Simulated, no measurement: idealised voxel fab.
Herein follows the process module entitled voxel fin reveal.
Shown is cross-section cut, with a width of 200 nm and square cells of size 5 nm.
Cross-section spec: square-cell grid; bands listed top down; each band is one or more rows.
Top height, bottom height, nm. Materials left to right, width each, nm. Single material + "all across" = fills band edge to edge. "empty" = empty.
We count height from 0. Below that, the starting wafer is all one material. The lowest band never ends at the bottom but goes on down; see "0 -> down" for how that is written.
The expression "30->40" gives the width at the extremes of the band, the first number at its top row of cells and the second at its bottom row, with the width changing by equal amounts from each row to the next in between.
"remained the same" for a step: no cell of the cross-section changed in that step.
Heads up: "Closed void list" only lists the empty pockets with no open path to the top that are 8 cells or more, and it writes them as width x height at distance, distance from the left edge, in nm.
Heads up: the bit after the settings on a step's line is the simulator's remark on that step.
overlay nm: on a step with a mask, how far right of its planned place the mask lay; negative means left.
**Below is the list of planned process steps**
step 1: RECEIVE with material Si
step 2: CONFORMAL_DEP with material SiN, thk nm 5
step 3: PATTERN with tone cover, mask id FINS, material resist, width nm 15, pitch nm 45, thk nm 20, overlay nm 0
step 4: DIRECTIONAL_ETCH with etch materials SiN, depth nm 5
step 5: DIRECTIONAL_ETCH with etch materials Si, depth nm 35
step 6: STRIP with etch materials resist
step 7: FILL_DEP with material SiO2, thk nm 5
step 8: CMP with height nm 5
step 9: SELECTIVE_ETCH with etch materials SiO2, depth nm 20
step 10: STRIP with etch materials SiN
step 11: CONFORMAL_DEP with material HfO2, thk nm 5
**Received-state cross-section, reflecting completion of step 1**
0 -> down: Si all across
Closed void list: none
**Below is the wafer in cross-section after the module was completed. It began from the starting point shown above and followed the plan shown above, except that one mistake was made while running it**
5 -> 0: 65 empty  25 HfO2  20 empty  25 HfO2  65 empty
0 -> -10: 65 empty  5 HfO2  15 Si  5 HfO2  20 empty  5 HfO2  15 Si  5 HfO2  65 empty
-10 -> -15: 70 HfO2  15 Si  30 HfO2  15 Si  70 HfO2
-15 -> -70: 70 SiO2  15 Si  30 SiO2  15 Si  70 SiO2
-70 -> down: Si all across
Closed void list: none
Nonconformance to the process plan: step 5 of the plan saw execution twice
